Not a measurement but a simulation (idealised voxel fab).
This section sets out a process module, namely voxel capacitor over wiring.
The width of the displayed cross-section, cut, is 240 nm; its cells are square, with a size of 5 nm.
Cross-section spec: square-cell grid; bands listed top down; each band is one or more rows.
Quick guide to a band line: top height, bottom height (nm) up front; then every material left to right with its width in nm. Only one material and it's marked "throughout"? Then it fills the band edge to edge. And "blank" just means empty space.
Below 0: as-received wafer, all one material; heights counted from there. Lowest band: no bottom, goes on down, written "z 0 and below".
Note: "30 to 40" means the width goes from the first number (top row of the band) to the second number (bottom row) in equal steps per row of cells.
"nothing was modified" for a step: no cell of the cross-section changed in that step.
In the "Closed void entries" entry, you get each enclosed empty space of 8 cells or more, one with no open way to the top, written width x height at distance, distance from the left edge, in nm.
Heads up: the bit after the settings on a step's line is the simulator's remark on that step.
"overlay nm", when on a step's line for a step with a mask, measures how far to the right of its planned place the mask lay; a negative measure means to the left.
LISTED BELOW ARE THE PROCESS STEPS AS PLANNED
1: RECEIVE (material Si)
2: CONFORMAL_DEP (material SiO2; thk nm 10)
3: CONFORMAL_DEP (material SiCN; thk nm 5)
4: DIRECTIONAL_DEP (material SiO2; thk nm 20)
5: DIRECTIONAL_DEP (material aC; thk nm 15)
6: PATTERN (tone open; mask id METAL_1; material resist; width nm 30; pitch nm 90; thk nm 30; overlay nm 0)
7: DIRECTIONAL_ETCH (etch materials aC; depth nm 15)
8: STRIP (etch materials resist)
9: DIRECTIONAL_ETCH (etch materials SiO2; depth nm 20)
10: DIRECTIONAL_ETCH (etch materials SiCN; depth nm 5)
11: STRIP (etch materials aC)
12: CONFORMAL_DEP (material TiN; thk nm 5)
13: FILL_DEP (material Cu; thk nm 10)
14: CMP (height nm 35)
15: CONFORMAL_DEP (material SiCN; thk nm 5)
16: DIRECTIONAL_DEP (material lowk; thk nm 20)
17: DIRECTIONAL_DEP (material aC; thk nm 10)
18: PATTERN (tone open; mask id PLUG_1; material resist; width nm 15; thk nm 30; overlay nm 0)
19: DIRECTIONAL_ETCH (etch materials aC; depth nm 10)
20: STRIP (etch materials resist)
21: DIRECTIONAL_ETCH (etch materials lowk; depth nm 20)
22: DIRECTIONAL_ETCH (etch materials SiCN; depth nm 5)
23: STRIP (etch materials aC)
24: EPI (material Ru; thk nm 10)
25: EPI (material Ru; thk nm 10)
26: EPI (material Ru; thk nm 5)
27: DIRECTIONAL_DEP (material TiN; thk nm 10)
28: DIRECTIONAL_DEP (material HfO2; thk nm 5)
29: DIRECTIONAL_DEP (material TiN; thk nm 10)
30: PATTERN (tone cover; mask id UPPER_PLATE; material resist; width nm 65; thk nm 20; overlay nm 0)
31: DIRECTIONAL_ETCH (etch materials TiN; depth nm 10)
32: DIRECTIONAL_ETCH (etch materials HfO2; depth nm 5)
33: STRIP (etch materials resist)
34: DIRECTIONAL_DEP (material aC; thk nm 10)
35: PATTERN (tone cover; mask id LOWER_PLATE; material resist; width nm 75; thk nm 25; overlay nm 0)
36: DIRECTIONAL_ETCH (etch materials aC; depth nm 10)
37: STRIP (etch materials resist)
38: DIRECTIONAL_ETCH (etch materials TiN; depth nm 10)
39: STRIP (etch materials aC)
40: FILL_DEP (material SiO2; thk nm 20)
41: CMP (height nm 100)
42: DIRECTIONAL_DEP (material aC; thk nm 10)
43: PATTERN (tone open; mask id PLUG_2; material resist; width nm 15; thk nm 25; overlay nm 0)
44: DIRECTIONAL_ETCH (etch materials aC; depth nm 10)
45: STRIP (etch materials resist)
46: DIRECTIONAL_ETCH (etch materials SiO2; depth nm 15)
47: STRIP (etch materials aC)
48: CONFORMAL_DEP (material TiN; thk nm 5)
49: FILL_DEP (material Cu; thk nm 5)
50: CMP (height nm 100)
51: CONFORMAL_DEP (material SiCN; thk nm 5)
ON THE FIRST OF THE TWO WAFERS: RUN CONDUCTED ACCORDING TO PLAN
HERE'S WHAT THE WAFER LOOKED LIKE IN CROSS-SECTION WHEN IT ARRIVED - THAT'S AFTER STEP 1
	z 0 and below | Si throughout
	Closed void entries: none
YOU'RE LOOKING AT A CROSS-SECTION OF THE WAFER AFTER STEP 2
	z 10 to 0 | SiO2 throughout
	Nothing below the height 0 has changed.
YOU'RE LOOKING AT A CROSS-SECTION OF THE WAFER AFTER STEP 3
	z 15 to 10 | SiCN throughout
	Nothing below the height 10 has changed.
YOU'RE LOOKING AT A CROSS-SECTION OF THE WAFER AFTER STEP 4
	z 35 to 15 | SiO2 throughout
	Nothing below the height 15 has changed.
YOU'RE LOOKING AT A CROSS-SECTION OF THE WAFER AFTER STEP 5
	z 50 to 35 | aC throughout
	Nothing below the height 35 has changed.
YOU'RE LOOKING AT A CROSS-SECTION OF THE WAFER AFTER STEP 6
	z 80 to 50 | 60 of resist; 30 of blank; 60 of resist; 30 of blank; 60 of resist
	Nothing below the height 50 has changed.
YOU'RE LOOKING AT A CROSS-SECTION OF THE WAFER AFTER STEP 7
	z 65 to 50 | 60 of resist; 30 of blank; 60 of resist; 30 of blank; 60 of resist
	z 50 to 35 | 60 of aC; 30 of blank; 60 of aC; 30 of blank; 60 of aC
	Nothing below the height 35 has changed.
YOU'RE LOOKING AT A CROSS-SECTION OF THE WAFER AFTER STEP 8
	z 50 to 35 | 60 of aC; 30 of blank; 60 of aC; 30 of blank; 60 of aC
	Nothing below the height 35 has changed.
YOU'RE LOOKING AT A CROSS-SECTION OF THE WAFER AFTER STEP 9
	z 50 to 35 | 60 of aC; 30 of blank; 60 of aC; 30 of blank; 60 of aC
	z 35 to 15 | 60 of SiO2; 30 of blank; 60 of SiO2; 30 of blank; 60 of SiO2
	Nothing below the height 15 has changed.
YOU'RE LOOKING AT A CROSS-SECTION OF THE WAFER AFTER STEP 10
	z 50 to 35 | 60 of aC; 30 of blank; 60 of aC; 30 of blank; 60 of aC
	z 35 to 15 | 60 of SiO2; 30 of blank; 60 of SiO2; 30 of blank; 60 of SiO2
	z 15 to 10 | 60 of SiCN; 30 of blank; 60 of SiCN; 30 of blank; 60 of SiCN
	Nothing below the height 10 has changed.
YOU'RE LOOKING AT A CROSS-SECTION OF THE WAFER AFTER STEP 11
	z 35 to 15 | 60 of SiO2; 30 of blank; 60 of SiO2; 30 of blank; 60 of SiO2
	Nothing below the height 15 has changed.
YOU'RE LOOKING AT A CROSS-SECTION OF THE WAFER AFTER STEP 12
	z 40 to 35 | 65 of TiN; 20 of blank; 70 of TiN; 20 of blank; 65 of TiN
	z 35 to 15 | 60 of SiO2; 5 of TiN; 20 of blank; 5 of TiN; 60 of SiO2; 5 of TiN; 20 of blank; 5 of TiN; 60 of SiO2
	z 15 to 10 | 60 of SiCN; 30 of TiN; 60 of SiCN; 30 of TiN; 60 of SiCN
	Nothing below the height 10 has changed.
YOU'RE LOOKING AT A CROSS-SECTION OF THE WAFER AFTER STEP 13
	z 50 to 40 | Cu throughout
	z 40 to 35 | 65 of TiN; 20 of Cu; 70 of TiN; 20 of Cu; 65 of TiN
	z 35 to 15 | 60 of SiO2; 5 of TiN; 20 of Cu; 5 of TiN; 60 of SiO2; 5 of TiN; 20 of Cu; 5 of TiN; 60 of SiO2
	Nothing below the height 15 has changed.
YOU'RE LOOKING AT A CROSS-SECTION OF THE WAFER AFTER STEP 14
	z 35 to 15 | 60 of SiO2; 5 of TiN; 20 of Cu; 5 of TiN; 60 of SiO2; 5 of TiN; 20 of Cu; 5 of TiN; 60 of SiO2
	Nothing below the height 15 has changed.
YOU'RE LOOKING AT A CROSS-SECTION OF THE WAFER AFTER STEP 15
	z 40 to 35 | SiCN throughout
	Nothing below the height 35 has changed.
YOU'RE LOOKING AT A CROSS-SECTION OF THE WAFER AFTER STEP 16
	z 60 to 40 | lowk throughout
	Nothing below the height 40 has changed.
YOU'RE LOOKING AT A CROSS-SECTION OF THE WAFER AFTER STEP 17
	z 70 to 60 | aC throughout
	Nothing below the height 60 has changed.
YOU'RE LOOKING AT A CROSS-SECTION OF THE WAFER AFTER STEP 18
	z 100 to 70 | 75 of resist; 15 of blank; 150 of resist
	Nothing below the height 70 has changed.
YOU'RE LOOKING AT A CROSS-SECTION OF THE WAFER AFTER STEP 19
	z 90 to 70 | 75 of resist; 15 of blank; 150 of resist
	z 70 to 60 | 75 of aC; 15 of blank; 150 of aC
	Nothing below the height 60 has changed.
YOU'RE LOOKING AT A CROSS-SECTION OF THE WAFER AFTER STEP 20
	z 70 to 60 | 75 of aC; 15 of blank; 150 of aC
	Nothing below the height 60 has changed.
YOU'RE LOOKING AT A CROSS-SECTION OF THE WAFER AFTER STEP 21
	z 70 to 60 | 75 of aC; 15 of blank; 150 of aC
	z 60 to 40 | 75 of lowk; 15 of blank; 150 of lowk
	Nothing below the height 40 has changed.
YOU'RE LOOKING AT A CROSS-SECTION OF THE WAFER AFTER STEP 22
	z 70 to 60 | 75 of aC; 15 of blank; 150 of aC
	z 60 to 40 | 75 of lowk; 15 of blank; 150 of lowk
	z 40 to 35 | 75 of SiCN; 15 of blank; 150 of SiCN
	Nothing below the height 35 has changed.
YOU'RE LOOKING AT A CROSS-SECTION OF THE WAFER AFTER STEP 23
	z 60 to 40 | 75 of lowk; 15 of blank; 150 of lowk
	Nothing below the height 40 has changed.
YOU'RE LOOKING AT A CROSS-SECTION OF THE WAFER AFTER STEP 24
	z 60 to 45 | 75 of lowk; 15 of blank; 150 of lowk
	z 45 to 40 | 75 of lowk; 15 of Ru; 150 of lowk
	z 40 to 35 | 75 of SiCN; 15 of Ru; 150 of SiCN
	Nothing below the height 35 has changed.
YOU'RE LOOKING AT A CROSS-SECTION OF THE WAFER AFTER STEP 25
	z 60 to 55 | 75 of lowk; 15 of blank; 150 of lowk
	z 55 to 40 | 75 of lowk; 15 of Ru; 150 of lowk
	Nothing below the height 40 has changed.
YOU'RE LOOKING AT A CROSS-SECTION OF THE WAFER AFTER STEP 26
	z 60 to 40 | 75 of lowk; 15 of Ru; 150 of lowk
	Nothing below the height 40 has changed.
YOU'RE LOOKING AT A CROSS-SECTION OF THE WAFER AFTER STEP 27
	z 70 to 60 | TiN throughout
	Nothing below the height 60 has changed.
YOU'RE LOOKING AT A CROSS-SECTION OF THE WAFER AFTER STEP 28
	z 75 to 70 | HfO2 throughout
	Nothing below the height 70 has changed.
YOU'RE LOOKING AT A CROSS-SECTION OF THE WAFER AFTER STEP 29
	z 85 to 75 | TiN throughout
	Nothing below the height 75 has changed.
YOU'RE LOOKING AT A CROSS-SECTION OF THE WAFER AFTER STEP 30
	z 105 to 85 | 75 of blank; 65 of resist; 100 of blank
	Nothing below the height 85 has changed.
YOU'RE LOOKING AT A CROSS-SECTION OF THE WAFER AFTER STEP 31
	z 105 to 85 | 75 of blank; 65 of resist; 100 of blank
	z 85 to 75 | 75 of blank; 65 of TiN; 100 of blank
	Nothing below the height 75 has changed.
YOU'RE LOOKING AT A CROSS-SECTION OF THE WAFER AFTER STEP 32
	z 105 to 85 | 75 of blank; 65 of resist; 100 of blank
	z 85 to 75 | 75 of blank; 65 of TiN; 100 of blank
	z 75 to 70 | 75 of blank; 65 of HfO2; 100 of blank
	Nothing below the height 70 has changed.
YOU'RE LOOKING AT A CROSS-SECTION OF THE WAFER AFTER STEP 33
	z 85 to 75 | 75 of blank; 65 of TiN; 100 of blank
	Nothing below the height 75 has changed.
YOU'RE LOOKING AT A CROSS-SECTION OF THE WAFER AFTER STEP 34
	z 95 to 85 | 75 of blank; 65 of aC; 100 of blank
	z 85 to 80 | 75 of blank; 65 of TiN; 100 of blank
	z 80 to 75 | 75 of aC; 65 of TiN; 100 of aC
	z 75 to 70 | 75 of aC; 65 of HfO2; 100 of aC
	Nothing below the height 70 has changed.
YOU'RE LOOKING AT A CROSS-SECTION OF THE WAFER AFTER STEP 35
	z 120 to 95 | 70 of blank; 75 of resist; 95 of blank
	z 95 to 85 | 70 of blank; 5 of resist; 65 of aC; 5 of resist; 95 of blank
	z 85 to 80 | 70 of blank; 5 of resist; 65 of TiN; 5 of resist; 95 of blank
	Nothing below the height 80 has changed.
YOU'RE LOOKING AT A CROSS-SECTION OF THE WAFER AFTER STEP 36
	z 110 to 95 | 70 of blank; 75 of resist; 95 of blank
	z 95 to 85 | 70 of blank; 5 of resist; 65 of aC; 5 of resist; 95 of blank
	z 85 to 80 | 70 of blank; 5 of resist; 65 of TiN; 5 of resist; 95 of blank
	z 80 to 75 | 70 of blank; 5 of aC; 65 of TiN; 5 of aC; 95 of blank
	z 75 to 70 | 70 of blank; 5 of aC; 65 of HfO2; 5 of aC; 95 of blank
	Nothing below the height 70 has changed.
YOU'RE LOOKING AT A CROSS-SECTION OF THE WAFER AFTER STEP 37
	z 95 to 85 | 75 of blank; 65 of aC; 100 of blank
	z 85 to 80 | 75 of blank; 65 of TiN; 100 of blank
	Nothing below the height 80 has changed.
YOU'RE LOOKING AT A CROSS-SECTION OF THE WAFER AFTER STEP 38
	z 95 to 85 | 75 of blank; 65 of aC; 100 of blank
	z 85 to 80 | 75 of blank; 65 of TiN; 100 of blank
	z 80 to 75 | 70 of blank; 5 of aC; 65 of TiN; 5 of aC; 95 of blank
	z 75 to 70 | 70 of blank; 5 of aC; 65 of HfO2; 5 of aC; 95 of blank
	z 70 to 60 | 70 of blank; 75 of TiN; 95 of blank
	Nothing below the height 60 has changed.
YOU'RE LOOKING AT A CROSS-SECTION OF THE WAFER AFTER STEP 39
	z 85 to 75 | 75 of blank; 65 of TiN; 100 of blank
	z 75 to 70 | 75 of blank; 65 of HfO2; 100 of blank
	Nothing below the height 70 has changed.
YOU'RE LOOKING AT A CROSS-SECTION OF THE WAFER AFTER STEP 40
	z 105 to 85 | SiO2 throughout
	z 85 to 75 | 75 of SiO2; 65 of TiN; 100 of SiO2
	z 75 to 70 | 75 of SiO2; 65 of HfO2; 100 of SiO2
	z 70 to 60 | 70 of SiO2; 75 of TiN; 95 of SiO2
	Nothing below the height 60 has changed.
YOU'RE LOOKING AT A CROSS-SECTION OF THE WAFER AFTER STEP 41
	z 100 to 85 | SiO2 throughout
	Nothing below the height 85 has changed.
YOU'RE LOOKING AT A CROSS-SECTION OF THE WAFER AFTER STEP 42
	z 110 to 100 | aC throughout
	Nothing below the height 100 has changed.
YOU'RE LOOKING AT A CROSS-SECTION OF THE WAFER AFTER STEP 43
	z 135 to 110 | 85 of resist; 15 of blank; 140 of resist
	Nothing below the height 110 has changed.
YOU'RE LOOKING AT A CROSS-SECTION OF THE WAFER AFTER STEP 44
	z 125 to 110 | 85 of resist; 15 of blank; 140 of resist
	z 110 to 100 | 85 of aC; 15 of blank; 140 of aC
	Nothing below the height 100 has changed.
YOU'RE LOOKING AT A CROSS-SECTION OF THE WAFER AFTER STEP 45
	z 110 to 100 | 85 of aC; 15 of blank; 140 of aC
	Nothing below the height 100 has changed.
YOU'RE LOOKING AT A CROSS-SECTION OF THE WAFER AFTER STEP 46
	z 110 to 100 | 85 of aC; 15 of blank; 140 of aC
	z 100 to 85 | 85 of SiO2; 15 of blank; 140 of SiO2
	Nothing below the height 85 has changed.
YOU'RE LOOKING AT A CROSS-SECTION OF THE WAFER AFTER STEP 47
	z 100 to 85 | 85 of SiO2; 15 of blank; 140 of SiO2
	Nothing below the height 85 has changed.
YOU'RE LOOKING AT A CROSS-SECTION OF THE WAFER AFTER STEP 48
	z 105 to 100 | 90 of TiN; 5 of blank; 145 of TiN
	z 100 to 90 | 85 of SiO2; 5 of TiN; 5 of blank; 5 of TiN; 140 of SiO2
	z 90 to 85 | 85 of SiO2; 15 of TiN; 140 of SiO2
	Nothing below the height 85 has changed.
YOU'RE LOOKING AT A CROSS-SECTION OF THE WAFER AFTER STEP 49
	z 110 to 105 | Cu throughout
	z 105 to 100 | 90 of TiN; 5 of Cu; 145 of TiN
	z 100 to 90 | 85 of SiO2; 5 of TiN; 5 of Cu; 5 of TiN; 140 of SiO2
	Nothing below the height 90 has changed.
YOU'RE LOOKING AT A CROSS-SECTION OF THE WAFER AFTER STEP 50
	z 100 to 90 | 85 of SiO2; 5 of TiN; 5 of Cu; 5 of TiN; 140 of SiO2
	Nothing below the height 90 has changed.
YOU'RE LOOKING AT A CROSS-SECTION OF THE WAFER AFTER STEP 51
	z 105 to 100 | SiCN throughout
	Nothing below the height 100 has changed.
THE SECOND WAFER: COMMON ORIGIN AND PLAN, ONE MISTAKE IN EXECUTION, IDENTICAL TO THE FIRST THROUGH STEP 14
CROSS-SECTIONAL REPRESENTATION OF THE SECOND WAFER AT THE TIME DESIGNATED IN THE PLAN FOR THE COMPLETION OF STEP 15
	z 55 to 35 | lowk throughout
	Nothing below the height 35 has changed.
CROSS-SECTIONAL REPRESENTATION OF THE SECOND WAFER AT THE TIME DESIGNATED IN THE PLAN FOR THE COMPLETION OF STEP 16
	z 60 to 55 | SiCN throughout
	Nothing below the height 55 has changed.
CROSS-SECTIONAL REPRESENTATION OF THE SECOND WAFER AT THE TIME DESIGNATED IN THE PLAN FOR THE COMPLETION OF STEP 17
	z 70 to 60 | aC throughout
	Nothing below the height 60 has changed.
CROSS-SECTIONAL REPRESENTATION OF THE SECOND WAFER AT THE TIME DESIGNATED IN THE PLAN FOR THE COMPLETION OF STEP 18
	z 100 to 70 | 75 of resist; 15 of blank; 150 of resist
	Nothing below the height 70 has changed.
CROSS-SECTIONAL REPRESENTATION OF THE SECOND WAFER AT THE TIME DESIGNATED IN THE PLAN FOR THE COMPLETION OF STEP 19
	z 90 to 70 | 75 of resist; 15 of blank; 150 of resist
	z 70 to 60 | 75 of aC; 15 of blank; 150 of aC
	Nothing below the height 60 has changed.
CROSS-SECTIONAL REPRESENTATION OF THE SECOND WAFER AT THE TIME DESIGNATED IN THE PLAN FOR THE COMPLETION OF STEP 20
	z 70 to 60 | 75 of aC; 15 of blank; 150 of aC
	Nothing below the height 60 has changed.
Cross-sectional representation of the second wafer at the time designated in the plan for the completion of step 21: nothing was modified
CROSS-SECTIONAL REPRESENTATION OF THE SECOND WAFER AT THE TIME DESIGNATED IN THE PLAN FOR THE COMPLETION OF STEP 22
	z 70 to 60 | 75 of aC; 15 of blank; 150 of aC
	z 60 to 55 | 75 of SiCN; 15 of blank; 150 of SiCN
	Nothing below the height 55 has changed.
CROSS-SECTIONAL REPRESENTATION OF THE SECOND WAFER AT THE TIME DESIGNATED IN THE PLAN FOR THE COMPLETION OF STEP 23
	z 60 to 55 | 75 of SiCN; 15 of blank; 150 of SiCN
	Nothing below the height 55 has changed.
Cross-sectional representation of the second wafer at the time designated in the plan for the completion of step 24: nothing was modified
Cross-sectional representation of the second wafer at the time designated in the plan for the completion of step 25: nothing was modified
Cross-sectional representation of the second wafer at the time designated in the plan for the completion of step 26: nothing was modified
CROSS-SECTIONAL REPRESENTATION OF THE SECOND WAFER AT THE TIME DESIGNATED IN THE PLAN FOR THE COMPLETION OF STEP 27
	z 70 to 65 | 75 of TiN; 15 of blank; 150 of TiN
	z 65 to 60 | TiN throughout
	z 60 to 55 | 75 of SiCN; 15 of TiN; 150 of SiCN
	Nothing below the height 55 has changed.
CROSS-SECTIONAL REPRESENTATION OF THE SECOND WAFER AT THE TIME DESIGNATED IN THE PLAN FOR THE COMPLETION OF STEP 28
	z 75 to 70 | 75 of HfO2; 15 of blank; 150 of HfO2
	z 70 to 65 | 75 of TiN; 15 of HfO2; 150 of TiN
	Nothing below the height 65 has changed.
CROSS-SECTIONAL REPRESENTATION OF THE SECOND WAFER AT THE TIME DESIGNATED IN THE PLAN FOR THE COMPLETION OF STEP 29
	z 85 to 80 | 75 of TiN; 15 of blank; 150 of TiN
	z 80 to 75 | TiN throughout
	z 75 to 70 | 75 of HfO2; 15 of TiN; 150 of HfO2
	Nothing below the height 70 has changed.
CROSS-SECTIONAL REPRESENTATION OF THE SECOND WAFER AT THE TIME DESIGNATED IN THE PLAN FOR THE COMPLETION OF STEP 30
	z 105 to 85 | 75 of blank; 65 of resist; 100 of blank
	z 85 to 80 | 75 of TiN; 15 of resist; 150 of TiN
	Nothing below the height 80 has changed.
CROSS-SECTIONAL REPRESENTATION OF THE SECOND WAFER AT THE TIME DESIGNATED IN THE PLAN FOR THE COMPLETION OF STEP 31
	z 105 to 85 | 75 of blank; 65 of resist; 100 of blank
	z 85 to 80 | 75 of blank; 15 of resist; 50 of TiN; 100 of blank
	z 80 to 75 | 75 of blank; 65 of TiN; 100 of blank
	Nothing below the height 75 has changed.
CROSS-SECTIONAL REPRESENTATION OF THE SECOND WAFER AT THE TIME DESIGNATED IN THE PLAN FOR THE COMPLETION OF STEP 32
	z 105 to 85 | 75 of blank; 65 of resist; 100 of blank
	z 85 to 80 | 75 of blank; 15 of resist; 50 of TiN; 100 of blank
	z 80 to 75 | 75 of blank; 65 of TiN; 100 of blank
	z 75 to 70 | 75 of blank; 15 of TiN; 50 of HfO2; 100 of blank
	Nothing below the height 70 has changed.
CROSS-SECTIONAL REPRESENTATION OF THE SECOND WAFER AT THE TIME DESIGNATED IN THE PLAN FOR THE COMPLETION OF STEP 33
	z 85 to 75 | 90 to 75 of blank; 50 to 65 of TiN; 100 of blank
	Nothing below the height 75 has changed.
CROSS-SECTIONAL REPRESENTATION OF THE SECOND WAFER AT THE TIME DESIGNATED IN THE PLAN FOR THE COMPLETION OF STEP 34
	z 95 to 85 | 90 to 75 of blank; 50 to 65 of aC; 100 of blank
	z 85 to 80 | 75 of blank; 15 of aC; 50 of TiN; 100 of blank
	z 80 to 75 | 75 of aC; 65 of TiN; 100 of aC
	z 75 to 70 | 75 of aC; 15 of TiN; 50 of HfO2; 100 of aC
	Nothing below the height 70 has changed.
CROSS-SECTIONAL REPRESENTATION OF THE SECOND WAFER AT THE TIME DESIGNATED IN THE PLAN FOR THE COMPLETION OF STEP 35
	z 120 to 95 | 70 of blank; 75 of resist; 95 of blank
	z 95 to 85 | 70 of blank; 20 to 5 of resist; 50 to 65 of aC; 5 of resist; 95 of blank
	z 85 to 80 | 70 of blank; 5 of resist; 15 of aC; 50 of TiN; 5 of resist; 95 of blank
	Nothing below the height 80 has changed.
CROSS-SECTIONAL REPRESENTATION OF THE SECOND WAFER AT THE TIME DESIGNATED IN THE PLAN FOR THE COMPLETION OF STEP 36
	z 110 to 95 | 70 of blank; 75 of resist; 95 of blank
	z 95 to 85 | 70 of blank; 20 to 5 of resist; 50 to 65 of aC; 5 of resist; 95 of blank
	z 85 to 80 | 70 of blank; 5 of resist; 15 of aC; 50 of TiN; 5 of resist; 95 of blank
	z 80 to 75 | 70 of blank; 5 of aC; 65 of TiN; 5 of aC; 95 of blank
	z 75 to 70 | 70 of blank; 5 of aC; 15 of TiN; 50 of HfO2; 5 of aC; 95 of blank
	Nothing below the height 70 has changed.
CROSS-SECTIONAL REPRESENTATION OF THE SECOND WAFER AT THE TIME DESIGNATED IN THE PLAN FOR THE COMPLETION OF STEP 37
	z 95 to 85 | 90 to 75 of blank; 50 to 65 of aC; 100 of blank
	z 85 to 80 | 75 of blank; 15 of aC; 50 of TiN; 100 of blank
	Nothing below the height 80 has changed.
CROSS-SECTIONAL REPRESENTATION OF THE SECOND WAFER AT THE TIME DESIGNATED IN THE PLAN FOR THE COMPLETION OF STEP 38
	z 95 to 85 | 90 to 75 of blank; 50 to 65 of aC; 100 of blank
	z 85 to 80 | 75 of blank; 15 of aC; 50 of TiN; 100 of blank
	z 80 to 75 | 70 of blank; 5 of aC; 65 of TiN; 5 of aC; 95 of blank
	z 75 to 70 | 70 of blank; 5 of aC; 15 of TiN; 50 of HfO2; 5 of aC; 95 of blank
	z 70 to 65 | 70 of blank; 5 of TiN; 15 of HfO2; 55 of TiN; 95 of blank
	z 65 to 60 | 70 of blank; 75 of TiN; 95 of blank
	Nothing below the height 60 has changed.
CROSS-SECTIONAL REPRESENTATION OF THE SECOND WAFER AT THE TIME DESIGNATED IN THE PLAN FOR THE COMPLETION OF STEP 39
	z 85 to 75 | 90 to 75 of blank; 50 to 65 of TiN; 100 of blank
	z 75 to 70 | 75 of blank; 15 of TiN; 50 of HfO2; 100 of blank
	Nothing below the height 70 has changed.
CROSS-SECTIONAL REPRESENTATION OF THE SECOND WAFER AT THE TIME DESIGNATED IN THE PLAN FOR THE COMPLETION OF STEP 40
	z 105 to 85 | SiO2 throughout
	z 85 to 75 | 90 to 75 of SiO2; 50 to 65 of TiN; 100 of SiO2
	z 75 to 70 | 75 of SiO2; 15 of TiN; 50 of HfO2; 100 of SiO2
	z 70 to 65 | 70 of SiO2; 5 of TiN; 15 of HfO2; 55 of TiN; 95 of SiO2
	z 65 to 60 | 70 of SiO2; 75 of TiN; 95 of SiO2
	Nothing below the height 60 has changed.
CROSS-SECTIONAL REPRESENTATION OF THE SECOND WAFER AT THE TIME DESIGNATED IN THE PLAN FOR THE COMPLETION OF STEP 41
	z 100 to 85 | SiO2 throughout
	Nothing below the height 85 has changed.
CROSS-SECTIONAL REPRESENTATION OF THE SECOND WAFER AT THE TIME DESIGNATED IN THE PLAN FOR THE COMPLETION OF STEP 42
	z 110 to 100 | aC throughout
	Nothing below the height 100 has changed.
CROSS-SECTIONAL REPRESENTATION OF THE SECOND WAFER AT THE TIME DESIGNATED IN THE PLAN FOR THE COMPLETION OF STEP 43
	z 135 to 110 | 85 of resist; 15 of blank; 140 of resist
	Nothing below the height 110 has changed.
CROSS-SECTIONAL REPRESENTATION OF THE SECOND WAFER AT THE TIME DESIGNATED IN THE PLAN FOR THE COMPLETION OF STEP 44
	z 125 to 110 | 85 of resist; 15 of blank; 140 of resist
	z 110 to 100 | 85 of aC; 15 of blank; 140 of aC
	Nothing below the height 100 has changed.
CROSS-SECTIONAL REPRESENTATION OF THE SECOND WAFER AT THE TIME DESIGNATED IN THE PLAN FOR THE COMPLETION OF STEP 45
	z 110 to 100 | 85 of aC; 15 of blank; 140 of aC
	Nothing below the height 100 has changed.
CROSS-SECTIONAL REPRESENTATION OF THE SECOND WAFER AT THE TIME DESIGNATED IN THE PLAN FOR THE COMPLETION OF STEP 46
	z 110 to 100 | 85 of aC; 15 of blank; 140 of aC
	z 100 to 85 | 85 of SiO2; 15 of blank; 140 of SiO2
	Nothing below the height 85 has changed.
CROSS-SECTIONAL REPRESENTATION OF THE SECOND WAFER AT THE TIME DESIGNATED IN THE PLAN FOR THE COMPLETION OF STEP 47
	z 100 to 85 | 85 of SiO2; 15 of blank; 140 of SiO2
	Nothing below the height 85 has changed.
CROSS-SECTIONAL REPRESENTATION OF THE SECOND WAFER AT THE TIME DESIGNATED IN THE PLAN FOR THE COMPLETION OF STEP 48
	z 105 to 100 | 90 of TiN; 5 of blank; 145 of TiN
	z 100 to 90 | 85 of SiO2; 5 of TiN; 5 of blank; 5 of TiN; 140 of SiO2
	z 90 to 80 | 85 to 90 of SiO2; 15 to 50 of TiN; 140 to 100 of SiO2
	Nothing below the height 80 has changed.
CROSS-SECTIONAL REPRESENTATION OF THE SECOND WAFER AT THE TIME DESIGNATED IN THE PLAN FOR THE COMPLETION OF STEP 49
	z 110 to 105 | Cu throughout
	z 105 to 100 | 90 of TiN; 5 of Cu; 145 of TiN
	z 100 to 90 | 85 of SiO2; 5 of TiN; 5 of Cu; 5 of TiN; 140 of SiO2
	Nothing below the height 90 has changed.
CROSS-SECTIONAL REPRESENTATION OF THE SECOND WAFER AT THE TIME DESIGNATED IN THE PLAN FOR THE COMPLETION OF STEP 50
	z 100 to 90 | 85 of SiO2; 5 of TiN; 5 of Cu; 5 of TiN; 140 of SiO2
	Nothing below the height 90 has changed.
CROSS-SECTIONAL REPRESENTATION OF THE SECOND WAFER AT THE TIME DESIGNATED IN THE PLAN FOR THE COMPLETION OF STEP 51
	z 105 to 100 | SiCN throughout
	Nothing below the height 100 has changed.
Deviation noted in wafer processing: mixed up steps 15 and 16 - ran each in the other's place
In the final state, the cell counts of the second wafer exceed or fall short of those of the first for the following materials: -15 Ru | +3 SiO2 | +12 lowk
